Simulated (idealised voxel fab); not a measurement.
The following process module bears the name voxel self aligned vias.
cross-section cut | 210 nm wide | cells 5 nm
Cross-section format: a grid of square cells, given as bands from top to bottom; each band is one or more rows of cells.
Heads up on the band format: heights come first, top then bottom, in nm. After that it's the materials left to right, each with its width in nm. A single material flagged "throughout" fills the whole band edge to edge, and "empty" means there's empty space there.
Heights are expressed relative to 0, this being the level below which the as-received wafer comprises one material exclusively. The lowest band is unbounded in the downward direction and is denoted as in "0 and below".
The notation "30..40" denotes a width that varies across the rows of cells in the band, beginning at the first number in the top row, finishing at the second number in the bottom row, and changing by an identical amount from each row to the next.
"no alterations made" for a step: no cell of the cross-section changed in that step.
If an empty space has no open way to the top and is at least 8 cells in size, "Enclosed voids" lists it, written width x height at distance, where distance is measured from the left edge and every value is in nm.
Formally, on a step line, whatever follows the settings is a remark that the simulator itself makes on the step.
overlay nm: mask offset rightward from planned place, masked step; negative means leftward offset.
The process steps that were planned are listed below:
| 1 | RECEIVE | material Si |
| 2 | CONFORMAL_DEP | material SiO2 | thk nm 10 |
| 3 | CONFORMAL_DEP | material SiCN | thk nm 5 |
| 4 | DIRECTIONAL_DEP | material lowk | thk nm 30 |
| 5 | PATTERN | tone open | mask id LINES | material resist | width nm 20 | pitch nm 55 | thk nm 15 | overlay nm 0 |
| 6 | DIRECTIONAL_ETCH | etch materials lowk | depth nm 30 |
| 7 | STRIP | etch materials resist |
| 8 | CONFORMAL_DEP | material TiN | thk nm 5 |
| 9 | FILL_DEP | material W | thk nm 10 |
| 10 | CMP | height nm 45 |
| 11 | SELECTIVE_ETCH | etch materials W Ru TiN | depth nm 10 |
| 12 | FILL_DEP | material SiN | thk nm 5 |
| 13 | CMP | height nm 45 |
| 14 | DIRECTIONAL_DEP | material lowk | thk nm 20 |
| 15 | MASKED_ETCH | tone open | mask id VIAS | width nm 40 | etch materials lowk | depth nm 20 | overlay nm 0 |
| 16 | MASKED_ETCH | tone open | mask id VIAS | width nm 40 | etch materials SiN | depth nm 10 | overlay nm 0 |
| 17 | CONFORMAL_DEP | material TiN | thk nm 5 |
| 18 | FILL_DEP | material W | thk nm 10 |
| 19 | CMP | height nm 65 |
| 20 | CONFORMAL_DEP | material SiCN | thk nm 5 |
Run as planned: first of two wafers:
Shown in cross-section is the wafer as received, that is, as it stands after step 1:
* 0 and below  Si throughout
* Enclosed voids: none
Wafer after step 2 (cross-section):
* 10 down to 0  SiO2 throughout
* Whatever lies below 0 is exactly as it was before.
Wafer after step 3 (cross-section):
* 15 down to 10  SiCN throughout
* Whatever lies below 10 is exactly as it was before.
Wafer after step 4 (cross-section):
* 45 down to 15  lowk throughout
* Whatever lies below 15 is exactly as it was before.
Wafer after step 5 (cross-section):
* 60 down to 45  65 nm resist; 20 nm empty; 35 nm resist; 20 nm empty; 70 nm resist
* Whatever lies below 45 is exactly as it was before.
Wafer after step 6 (cross-section):
* 60 down to 45  65 nm resist; 20 nm empty; 35 nm resist; 20 nm empty; 70 nm resist
* 45 down to 15  65 nm lowk; 20 nm empty; 35 nm lowk; 20 nm empty; 70 nm lowk
* Whatever lies below 15 is exactly as it was before.
Wafer after step 7 (cross-section):
* 45 down to 15  65 nm lowk; 20 nm empty; 35 nm lowk; 20 nm empty; 70 nm lowk
* Whatever lies below 15 is exactly as it was before.
Wafer after step 8 (cross-section):
* 50 down to 45  70 nm TiN; 10 nm empty; 45 nm TiN; 10 nm empty; 75 nm TiN
* 45 down to 20  65 nm lowk; 5 nm TiN; 10 nm empty; 5 nm TiN; 35 nm lowk; 5 nm TiN; 10 nm empty; 5 nm TiN; 70 nm lowk
* 20 down to 15  65 nm lowk; 20 nm TiN; 35 nm lowk; 20 nm TiN; 70 nm lowk
* Whatever lies below 15 is exactly as it was before.
Wafer after step 9 (cross-section):
* 60 down to 50  W throughout
* 50 down to 45  70 nm TiN; 10 nm W; 45 nm TiN; 10 nm W; 75 nm TiN
* 45 down to 20  65 nm lowk; 5 nm TiN; 10 nm W; 5 nm TiN; 35 nm lowk; 5 nm TiN; 10 nm W; 5 nm TiN; 70 nm lowk
* Whatever lies below 20 is exactly as it was before.
Wafer after step 10 (cross-section):
* 45 down to 20  65 nm lowk; 5 nm TiN; 10 nm W; 5 nm TiN; 35 nm lowk; 5 nm TiN; 10 nm W; 5 nm TiN; 70 nm lowk
* Whatever lies below 20 is exactly as it was before.
Wafer after step 11 (cross-section):
* 45 down to 35  65 nm lowk; 20 nm empty; 35 nm lowk; 20 nm empty; 70 nm lowk
* Whatever lies below 35 is exactly as it was before.
Wafer after step 12 (cross-section):
* 50 down to 45  SiN throughout
* 45 down to 35  65 nm lowk; 20 nm SiN; 35 nm lowk; 20 nm SiN; 70 nm lowk
* Whatever lies below 35 is exactly as it was before.
Wafer after step 13 (cross-section):
* 45 down to 35  65 nm lowk; 20 nm SiN; 35 nm lowk; 20 nm SiN; 70 nm lowk
* Whatever lies below 35 is exactly as it was before.
Wafer after step 14 (cross-section):
* 65 down to 45  lowk throughout
* Whatever lies below 45 is exactly as it was before.
Wafer after step 15 (cross-section):
* 65 down to 45  55 nm lowk; 40 nm empty; 115 nm lowk
* Whatever lies below 45 is exactly as it was before.
Wafer after step 16 (cross-section):
* 65 down to 45  55 nm lowk; 40 nm empty; 115 nm lowk
* 45 down to 35  65 nm lowk; 20 nm empty; 35 nm lowk; 20 nm SiN; 70 nm lowk
* Whatever lies below 35 is exactly as it was before.
Wafer after step 17 (cross-section):
* 70 down to 65  60 nm TiN; 30 nm empty; 120 nm TiN
* 65 down to 50  55 nm lowk; 5 nm TiN; 30 nm empty; 5 nm TiN; 115 nm lowk
* 50 down to 45  55 nm lowk; 15 nm TiN; 10 nm empty; 15 nm TiN; 115 nm lowk
* 45 down to 40  65 nm lowk; 5 nm TiN; 10 nm empty; 5 nm TiN; 35 nm lowk; 20 nm SiN; 70 nm lowk
* 40 down to 35  65 nm lowk; 20 nm TiN; 35 nm lowk; 20 nm SiN; 70 nm lowk
* Whatever lies below 35 is exactly as it was before.
Wafer after step 18 (cross-section):
* 80 down to 70  W throughout
* 70 down to 65  60 nm TiN; 30 nm W; 120 nm TiN
* 65 down to 50  55 nm lowk; 5 nm TiN; 30 nm W; 5 nm TiN; 115 nm lowk
* 50 down to 45  55 nm lowk; 15 nm TiN; 10 nm W; 15 nm TiN; 115 nm lowk
* 45 down to 40  65 nm lowk; 5 nm TiN; 10 nm W; 5 nm TiN; 35 nm lowk; 20 nm SiN; 70 nm lowk
* Whatever lies below 40 is exactly as it was before.
Wafer after step 19 (cross-section):
* 65 down to 50  55 nm lowk; 5 nm TiN; 30 nm W; 5 nm TiN; 115 nm lowk
* Whatever lies below 50 is exactly as it was before.
Wafer after step 20 (cross-section):
* 70 down to 65  SiCN throughout
* Whatever lies below 65 is exactly as it was before.
Regarding the second of the two wafers: it shared the first wafer's starting condition and process plan, yet one error occurred during its execution. Its history coincides with that of the first wafer up to and including step 13:
What the second wafer looks like in cross-section when step 14 should have wrapped up:
* 45 down to 35  55 nm lowk; 10 nm empty; 20 nm SiN; 10 nm empty; 25 nm lowk; 20 nm SiN; 70 nm lowk
* 35 down to 25  55 nm lowk; 10 nm empty; 5 nm TiN; 10 nm W; 5 nm TiN; 10 nm empty; 25 nm lowk; 5 nm TiN; 10 nm W; 5 nm TiN; 70 nm lowk
* Whatever lies below 25 is exactly as it was before.
What the second wafer looks like in cross-section when step 15 should have wrapped up:
* 65 down to 45  55 nm lowk; 10 nm empty; 20 nm lowk; 10 nm empty; 115 nm lowk
* 45 down to 35  65 nm lowk; 20 nm SiN; 35 nm lowk; 20 nm SiN; 70 nm lowk
* 35 down to 20  65 nm lowk; 5 nm TiN; 10 nm W; 5 nm TiN; 35 nm lowk; 5 nm TiN; 10 nm W; 5 nm TiN; 70 nm lowk
* Whatever lies below 20 is exactly as it was before.
What the second wafer looks like in cross-section when step 16 should have wrapped up: no alterations made
What the second wafer looks like in cross-section when step 17 should have wrapped up:
* 70 down to 65  TiN throughout
* 65 down to 45  55 nm lowk; 10 nm TiN; 20 nm lowk; 10 nm TiN; 115 nm lowk
* Whatever lies below 45 is exactly as it was before.
What the second wafer looks like in cross-section when step 18 should have wrapped up:
* 80 down to 70  W throughout
* Whatever lies below 70 is exactly as it was before.
What the second wafer looks like in cross-section when step 19 should have wrapped up:
* 65 down to 45  55 nm lowk; 10 nm TiN; 20 nm lowk; 10 nm TiN; 115 nm lowk
* Whatever lies below 45 is exactly as it was before.
What the second wafer looks like in cross-section when step 20 should have wrapped up:
* 70 down to 65  SiCN throughout
* Whatever lies below 65 is exactly as it was before.
The mistake made against the process plan was this: steps 14 and 15 got flipped, so each one ran where the other should have
Bottom line after processing is that, in cells, the second wafer is up or down on some materials versus the first: SiN: 8 more, TiN: 2 fewer, W: 22 fewer, lowk: 16 more
